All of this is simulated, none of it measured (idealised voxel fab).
Title: Process Module voxel self aligned vias
Section shown: cut. Width: 255 nm. Cell size: 5 nm, square.
We lay out every cross-section as a grid of square cells and spell it out in bands from the top down, where one band means one or more rows of cells.
What a band's entry tells you: where the top is and where the bottom is, as heights in nm, and after that what lies inside, material by material from left to right, each with its width in nm. Empty space is written as the word "air", and a single material marked with the word "all across" occupies the band from edge to edge.
The reference from which all heights are counted is 0, the level beneath which the as-received wafer is entirely one material; the lowest band, having no lower bound, proceeds downward and is written after the example "from 0 down".
Width spec "30->40" -> top row of cells at first value, bottom row at second value, equal per-row change in between.
For the purposes of this document, the phrase "no modification" attached to a step denotes that no cell within the cross-section was modified by that step.
For the entry "Enclosed internal voids", the listed items are empty spaces with no open way to the top whose size is 8 cells or more; each item follows the pattern width x height at distance, where distance is from the left edge and all three are in nm.
Whatever follows a step's settings on its line is a remark the simulator itself makes about that step.
Each step line may optionally specify "overlay nm", which for a step with a mask gives the rightward distance between the mask's planned place and where it lay, a negative value indicating the leftward direction.

Below is the list of planned process steps
| 1 | op RECEIVE | material Si |
| 2 | op CONFORMAL_DEP | material SiO2 | thk nm 10 |
| 3 | op CONFORMAL_DEP | material SiCN | thk nm 5 |
| 4 | op DIRECTIONAL_DEP | material SiO2 | thk nm 25 |
| 5 | op MASKED_ETCH | tone open | mask id LINES | width nm 25 | pitch nm 60 | etch materials SiO2 | depth nm 25 | overlay nm 0 |
| 6 | op CONFORMAL_DEP | material TiN | thk nm 5 |
| 7 | op FILL_DEP | material W | thk nm 5 |
| 8 | op CMP | height nm 40 |
| 9 | op SELECTIVE_ETCH | etch materials W Ru TiN | depth nm 10 |
| 10 | op FILL_DEP | material SiN | thk nm 10 |
| 11 | op CMP | height nm 40 |
| 12 | op DIRECTIONAL_DEP | material SiO2 | thk nm 20 |
| 13 | op MASKED_ETCH | tone open | mask id VIAS | width nm 35 | pitch nm 120 | etch materials SiO2 | depth nm 20 | overlay nm 0 |
| 14 | op MASKED_ETCH | tone open | mask id VIAS | width nm 45 | pitch nm 120 | etch materials SiN | depth nm 10 | overlay nm 0 |
| 15 | op CONFORMAL_DEP | material TiN | thk nm 5 |
| 16 | op FILL_DEP | material Cu | thk nm 5 |
| 17 | op CMP | height nm 60 |
| 18 | op CONFORMAL_DEP | material SiCN | thk nm 5 |
The wafers are alike at the start. At step 13, their width nm differs. The plan lists the first wafer's value.

So this is the first of several wafers, cross-sectioned as it came to us, meaning it's at the end of step 1
from 0 down  Si all across
Enclosed internal voids: none

The table below has one row for each wafer; a row shows, as of the end of the module, how many cells of each material the wafer has gained, marked (+), or lost, marked (-), since it was received, and then the wafer's closed voids
width nm 35; +42 Cu; +102 SiCN; +10 SiN; +430 SiO2; +61 TiN; +18 W; Enclosed internal voids: none
width nm 40; +48 Cu; +102 SiCN; +10 SiN; +422 SiO2; +63 TiN; +18 W; Enclosed internal voids: none
width nm 45; +54 Cu; +102 SiCN; +10 SiN; +414 SiO2; +65 TiN; +18 W; Enclosed internal voids: none
width nm 50; +60 Cu; +102 SiCN; +10 SiN; +406 SiO2; +67 TiN; +18 W; Enclosed internal voids: none
width nm 55; +66 Cu; +102 SiCN; +10 SiN; +398 SiO2; +69 TiN; +18 W; Enclosed internal voids: none
width nm 60; +72 Cu; +102 SiCN; +10 SiN; +390 SiO2; +71 TiN; +18 W; Enclosed internal voids: none
